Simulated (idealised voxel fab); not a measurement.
Module name: voxel ribs on slabs (process module)
Shown is cross-section cut, with a width of 300 nm and square cells of size 5 nm.
In this document a cross-section is written as a grid of square cells. It is given as a series of bands, listed from the top down, and a band is one or more rows of cells. Per band: top height and bottom height in nm, followed by the left-to-right materials and their widths in nm; "full width" marks a single material spanning edge to edge, "empty" marks empty space. Heights are measured from 0, the level below which the as-received wafer is all one material; the lowest band has no bottom and continues downward, written as in "z 0 and below". Width "30->40": first value at the band's top row of cells, second value at its bottom row, equal change from row to row. It should be understood that the words "stayed the same", when stated for a given step, signify that the cross-section underwent no change in any of its cells during that step. The entry titled "Closed-off voids" provides the empty spaces that have no open way to the top, restricted to those of 8 cells or more. Each is presented as width x height at distance, the distance being measured from the left edge, with all three in nm. after a step's settings: what the simulator itself notes on the step. "overlay nm" answers the question of how far to the right of plan the mask lay on a step that has a mask, and when it is negative the answer is to the left.

[These are the steps we planned for the process]
1 RECEIVE (material Si)
2 DIRECTIONAL_DEP (material SiO2; thk nm 30)
3 DIRECTIONAL_DEP (material polySi; thk nm 20)
4 MASKED_ETCH (tone cover; mask id RIB; width nm 20; etch materials polySi; depth nm 5; overlay nm 0)
5 DIRECTIONAL_DEP (material aC; thk nm 10)
6 PATTERN (tone cover; mask id SLAB; material resist; width nm 50; thk nm 30; overlay nm 0)
7 DIRECTIONAL_ETCH (etch materials aC; depth nm 10)
8 STRIP (etch materials resist)
9 DIRECTIONAL_ETCH (etch materials polySi; depth nm 15)
10 STRIP (etch materials aC)
11 FILL_DEP (material SiO2; thk nm 25)
12 CMP (height nm 70)
13 DIRECTIONAL_DEP (material TiN; thk nm 10)
14 PATTERN (tone cover; mask id HEATER; material resist; width nm 30; thk nm 15; overlay nm 0)
15 DIRECTIONAL_ETCH (etch materials TiN; depth nm 10)
16 STRIP (etch materials resist)
17 CONFORMAL_DEP (material SiO2; thk nm 5)

[Wafer as received: cross-section following step 1]
* z 0 and below  Si full width
* Closed-off voids: none

[Look at the cross-section after the module: the wafer started out the way shown above and the plan was the one shown above, yet one mistake was made along the way]
* z 85 to 80  140 nm empty; 40 nm SiO2; 120 nm empty
* z 80 to 75  140 nm empty; 5 nm SiO2; 30 nm TiN; 5 nm SiO2; 120 nm empty
* z 75 to 70  145 nm SiO2; 30 nm TiN; 125 nm SiO2
* z 70 to 50  SiO2 full width
* z 50 to 45  140 nm SiO2; 20 nm polySi; 140 nm SiO2
* z 45 to 30  125 nm SiO2; 50 nm polySi; 125 nm SiO2
* z 30 to 0  SiO2 full width
* z 0 and below  Si full width
* Closed-off voids: none
Processing error: step 14, actual vs plan mismatch, actual run PATTERN (tone cover; mask id HEATER; material resist; width nm 30; thk nm 15; overlay nm 10)
